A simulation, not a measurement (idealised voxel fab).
The document below concerns the process module designated voxel ribs on slabs.
Displayed cross-section: cut, width of 235 nm, square cells sized 5 nm.
When this document writes out a cross-section, it uses a grid of square cells and lists it as bands, beginning at the top and moving down, with a band standing for one or more rows of cells.
Band: top and bottom heights (nm) first, top before bottom; then materials from left to right, widths in nm. "everywhere" marks a sole material filling the band edge to edge. "blank" denotes empty space.
Where do heights start? At 0: under that level the wafer as delivered is made of one material only. And the lowest band has no floor; it just carries on downward, as in "top 0, no bottom".
When a width is written as two numbers, as in "30->40", the first number is the width in the top row of cells of the band and the second is the width in its bottom row, and the width changes by the same amount from each row to the next.
Step marked "everything unchanged"? Then no cell in the cross-section changed in it.
"Completely sealed voids" enumerates empty spaces isolated from the top, with no open way to it, that contain at least 8 cells, giving each as width x height at distance from the left edge, all three in nm.
Past the settings on a step's line: simulator remark, on that step.
When a step includes a mask, the "overlay nm" setting on its line states how far to the right of its planned place that mask lay, and negative values state how far to the left.

Steps planned for the process:
1. RECEIVE [material Si]
2. DIRECTIONAL_DEP [material SiO2] [thk nm 30]
3. DIRECTIONAL_DEP [material polySi] [thk nm 15]
4. MASKED_ETCH [tone cover] [mask id RIB] [width nm 30] [etch materials polySi] [depth nm 10] [overlay nm 0]
5. PATTERN [tone cover] [mask id SLAB] [material resist] [width nm 90] [thk nm 15] [overlay nm 0]
6. DIRECTIONAL_ETCH [etch materials polySi] [depth nm 5]
7. STRIP [etch materials resist]
8. FILL_DEP [material SiO2] [thk nm 15]
9. CMP [height nm 55]
10. DIRECTIONAL_DEP [material TiN] [thk nm 5]
11. DIRECTIONAL_DEP [material aC] [thk nm 10]
12. PATTERN [tone cover] [mask id HEATER] [material resist] [width nm 40] [thk nm 25] [overlay nm 0]
13. DIRECTIONAL_ETCH [etch materials aC] [depth nm 10]
14. STRIP [etch materials resist]
15. DIRECTIONAL_ETCH [etch materials TiN] [depth nm 5]
16. STRIP [etch materials aC]
17. CONFORMAL_DEP [material SiN] [thk nm 10]

Step 1 complete: cross-section of the wafer as received:
  top 0, no bottom = Si everywhere
  Completely sealed voids: none

First of two wafers, end-of-module section, run followed plan:
  top 70, bottom 65 = blank 85 nm / SiN 60 nm / blank 90 nm
  top 65, bottom 60 = SiN everywhere
  top 60, bottom 55 = SiN 95 nm / TiN 40 nm / SiN 100 nm
  top 55, bottom 45 = SiO2 everywhere
  top 45, bottom 35 = SiO2 100 nm / polySi 30 nm / SiO2 105 nm
  top 35, bottom 30 = SiO2 70 nm / polySi 90 nm / SiO2 75 nm
  top 30, bottom 0 = SiO2 everywhere
  top 0, no bottom = Si everywhere
  Completely sealed voids: none

Wafer two (of two), end-of-module cross-section: start = wafer one, plan = wafer one, one run mistake:
  top 70, bottom 65 = blank 85 nm / SiN 60 nm / blank 90 nm
  top 65, bottom 60 = SiN everywhere
  top 60, bottom 55 = SiN 95 nm / TiN 40 nm / SiN 100 nm
  top 55, bottom 15 = SiO2 everywhere
  top 15, bottom 0 = polySi everywhere
  top 0, no bottom = Si everywhere
  Completely sealed voids: none
Short version of what went wrong: so 2 and 3 got swapped relative to the plan, each ran where the other was supposed to
Counted in cells at the end, the second wafer holds more or fewer of these materials than the first: SiO2: 111 fewer | polySi: 111 more
